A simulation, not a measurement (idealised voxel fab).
A process module follows: voxel lift off.
Section shown: cut. Width: 180 nm. Cell size: 5 nm, square.
This document writes a cross-section as a grid whose cells are square, and gives it as bands, listed from the top down; one or more rows of cells form a band.
Heads up on the band format: heights come first, top then bottom, in nm. After that it's the materials left to right, each with its width in nm. A single material flagged "throughout" fills the whole band edge to edge, and "blank" means there's empty space there.
Basically, 0 is our baseline, since under it the wafer straight out of the box is all one material. The bottom band has no lower end and keeps on going down, so it looks like "0 down".
Top row gets the first number, bottom row gets the second, and each row in between changes by the same step: that is how a band width like "30->40" works.
"left unchanged" -> step changed no cross-section cell.
"closed voids" means: voids of 8 cells or more that are shut off from the top with no open way through. Written width x height at distance, distance from the left edge, in nm.
Where a step's line continues beyond its settings, the continuation is a remark by the simulator itself on that step.
On any step carrying a mask, the "overlay nm" setting, if present on the step's line, tells how far right of its planned place the mask lay; negative values point to the left.

LIST OF PLANNED PROCESS STEPS
step 1: op RECEIVE | material Si
step 2: op CONFORMAL_DEP | material SiO2 | thk nm 10
step 3: op PATTERN | tone open | mask id LINES | material resist | width nm 15 | pitch nm 35 | thk nm 15 | overlay nm 0
step 4: op DIRECTIONAL_DEP | material Ru | thk nm 5
step 5: op STRIP | etch materials resist
step 6: op CONFORMAL_DEP | material SiO2 | thk nm 10

RECEIVED-STATE CROSS-SECTION, REFLECTING COMPLETION OF STEP 1
> 0 down = Si throughout
> closed voids: none

CROSS-SECTION, FIRST OF TWO WAFERS, END OF MODULE, RUN AS PLANNED
> 25 to 20 = blank (35) / SiO2 (105) / blank (40)
> 20 to 15 = SiO2 throughout
> 15 to 10 = SiO2 (45) / Ru (15) / SiO2 (20) / Ru (15) / SiO2 (20) / Ru (15) / SiO2 (50)
> 10 to 0 = SiO2 throughout
> 0 down = Si throughout
> closed voids: none

CROSS-SECTIONAL VIEW OF THE SECOND OF TWO WAFERS UPON COMPLETION OF THE MODULE. THIS WAFER SHARED ITS STARTING CONDITION AND PROCESS PLAN WITH THE FIRST; ONE ERROR WAS MADE DURING ITS EXECUTION
> 30 to 25 = blank (30) / SiO2 (115) / blank (35)
> 25 to 15 = SiO2 throughout
> 15 to 10 = SiO2 (45) / Ru (15) / SiO2 (20) / Ru (15) / SiO2 (20) / Ru (15) / SiO2 (50)
> 10 to 0 = SiO2 throughout
> 0 down = Si throughout
> closed voids: none
Deviation from plan: contrary to plan, step 6 was performed as op CONFORMAL_DEP | material SiO2 | thk nm 15
End check, counted in cells, second wafer has more or fewer of these materials than the first: 38 more of SiO2
